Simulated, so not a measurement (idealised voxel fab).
The process module presented herein is designated voxel fin reveal.
Square cells of 5 nm make up the cross-section cut, whose width is 285 nm.
In this document a cross-section is written as a grid of square cells. It is given as a series of bands, listed from the top down, and a band is one or more rows of cells.
Within each band entry, the heights of the top and of the bottom of the band appear first, in that order and in nm; the materials of the band then follow from left to right, each with its corresponding width in nm. The designation "throughout" on a single material indicates that it fills the band from edge to edge; the designation "blank" indicates empty space.
Basically, 0 is our baseline, since under it the wafer straight out of the box is all one material. The bottom band has no lower end and keeps on going down, so it looks like "top 0, no bottom".
It should be noted that a width expressed as "30..40" varies in equal increments from row to row of cells within the band, taking the value of the first number at the top row and that of the second number at the bottom row.
Basically "no change" means that step didn't change any cell in the cross-section.
Entry "Cavities, sealed" = empty spaces >= 8 cells with no open way to the top; each as width x height at distance, distance from left edge, all nm.
It should be noted that, on the line of a given step, the content following the step's settings is a remark produced by the simulator itself with respect to that step.
You can add "overlay nm" to a step's line. For a step with a mask, it describes how far the mask lay to the right of its planned position, and a negative number describes a lay to the left.

-- Here's what the planned process steps look like
1: RECEIVE with material Si
2: CONFORMAL_DEP with material SiN, thk nm 10
3: MASKED_ETCH with tone cover, mask id FINS, width nm 15, pitch nm 35, etch materials SiN, depth nm 10, overlay nm 0
4: MASKED_ETCH with tone cover, mask id FINS, width nm 15, pitch nm 35, etch materials Si, depth nm 30, overlay nm 0
5: OXIDIZE with depth nm 5
6: FILL_DEP with material SiO2, thk nm 15
7: CMP with height nm 10
8: SELECTIVE_ETCH with etch materials SiO2, depth nm 20
9: STRIP with etch materials SiN
10: CONFORMAL_DEP with material SiO2, thk nm 5

-- Wafer cross-section on receipt, i.e. after step 1
* top 0, no bottom: Si throughout
* Cavities, sealed: none

-- End-of-module cross-section. Starting structure and process plan as above; one mistake made in running it
* top 5, bottom 0: blank 80 / SiO2 15 / blank 20 / SiO2 15 / blank 20 / SiO2 15 / blank 20 / SiO2 15 / blank 85
* top 0, bottom -5: blank 75 / SiO2 10 / Si 5 / SiO2 5 / blank 15 / SiO2 10 / Si 5 / SiO2 5 / blank 15 / SiO2 10 / Si 5 / SiO2 5 / blank 15 / SiO2 10 / Si 5 / SiO2 5 / blank 85
* top -5, bottom -35: SiO2 80 / Si 10 / SiO2 25 / Si 10 / SiO2 25 / Si 10 / SiO2 25 / Si 10 / SiO2 90
* top -35, no bottom: Si throughout
* Cavities, sealed: none
What was the processing mistake? step 4 ran differently from the plan; actual operation with settings: MASKED_ETCH with tone cover, mask id FINS, width nm 15, pitch nm 35, etch materials Si, depth nm 30, overlay nm -5
